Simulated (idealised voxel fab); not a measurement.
This is a process module. Its name is voxel self aligned contacts.
The figure presents cross-section cut, which has a width of 185 nm and is divided into square cells with an edge length of 5 nm.
Just so we're on the same page, the cross-sections are grids of square cells, and they're listed out in bands top to bottom, each band one or more rows deep. What a band's entry tells you: where the top is and where the bottom is, as heights in nm, and after that what lies inside, material by material from left to right, each with its width in nm. Empty space is written as the word "blank", and a single material marked with the word "everywhere" occupies the band from edge to edge. All heights in this document are referenced to 0, defined as the level beneath which the wafer, as received, consists entirely of one material. The lowest band is not bounded below; it extends indefinitely downward and is written in the form "0 nm and below". Think of "30 to 40" as a width that walks from the first number to the second as you go down the band, top row to bottom row, taking equal-sized steps from row to row. "nothing was modified" for a step: no cell of the cross-section changed in that step. "Closed void inventory" specifies each empty space that is not open to the top and that occupies no fewer than 8 cells, using the form width x height at distance, the distance measured from the left edge and all three quantities in nm. Read whatever lies past the settings on a step's line as the simulator's own remark about the step. When a step includes a mask, the "overlay nm" setting on its line states how far to the right of its planned place that mask lay, and negative values state how far to the left.
# So here's the lineup of process steps we planned
1) op RECEIVE | material Si
2) op OXIDIZE | depth nm 5
3) op DIRECTIONAL_DEP | material polySi | thk nm 30
4) op DIRECTIONAL_DEP | material SiN | thk nm 15
5) op PATTERN | tone cover | mask id GATE | material resist | width nm 25 | pitch nm 50 | thk nm 15 | overlay nm 0
6) op DIRECTIONAL_ETCH | etch materials SiN | depth nm 15
7) op DIRECTIONAL_ETCH | etch materials polySi | depth nm 30
8) op STRIP | etch materials resist
9) op CONFORMAL_DEP | material SiN | thk nm 5
10) op DIRECTIONAL_ETCH | etch materials SiN | depth nm 5
11) op FILL_DEP | material SiO2 | thk nm 15
12) op CMP | height nm 50
13) op MASKED_ETCH | tone open | mask id CONTACT | width nm 35 | etch materials SiO2 | depth nm 55 | overlay nm 0
14) op CONFORMAL_DEP | material TiN | thk nm 5
15) op FILL_DEP | material W | thk nm 5
16) op CMP | height nm 50
17) op CONFORMAL_DEP | material SiCN | thk nm 5
# Cross-section of the wafer upon arrival, representing the state reached after step 1
- 0 nm and below: Si everywhere
- Closed void inventory: none
# First wafer of two, sectioned at end of module; run went per plan
- 55 nm to 50 nm: SiCN everywhere
- 50 nm to 45 nm: 75 of SiO2 | 15 of TiN | 5 of W | 15 of TiN | 75 of SiO2
- 45 nm to 30 nm: 50 of SiO2 | 35 of SiN | 5 of TiN | 5 of W | 5 of TiN | 35 of SiN | 50 of SiO2
- 30 nm to 0 nm: 50 of SiO2 | 5 of SiN | 25 of polySi | 5 of SiN | 5 of TiN | 5 of W | 5 of TiN | 5 of SiN | 25 of polySi | 5 of SiN | 50 of SiO2
- 0 nm to -5 nm: 85 of SiO2 | 15 of TiN | 85 of SiO2
- -5 nm and below: Si everywhere
- Closed void inventory: none
# Cross-section at end of module for the second wafer of two, which matched the first in starting point and plan and differed by one mistake in its processing
- 55 nm to 50 nm: SiCN everywhere
- 50 nm to 45 nm: 75 of SiO2 | 35 of TiN | 75 of SiO2
- 45 nm to 30 nm: 60 of SiN | 15 of SiO2 | 35 of SiN | 15 of SiO2 | 60 of SiN
- 30 nm to 0 nm: 55 of polySi | 5 of SiN | 15 of SiO2 | 5 of SiN | 25 of polySi | 5 of SiN | 15 of SiO2 | 5 of SiN | 55 of polySi
- 0 nm to -5 nm: SiO2 everywhere
- -5 nm and below: Si everywhere
- Closed void inventory: none
Short version of what went wrong: for step 5, the planned setting was not used; the step was instead run as op PATTERN | tone open | mask id GATE | material resist | width nm 25 | pitch nm 50 | thk nm 15 | overlay nm 0
Final comparison by cell count, materials where the second wafer has more or fewer than the first: 51 more of SiN; 123 fewer of SiO2; 20 fewer of TiN; 10 fewer of W; 102 more of polySi
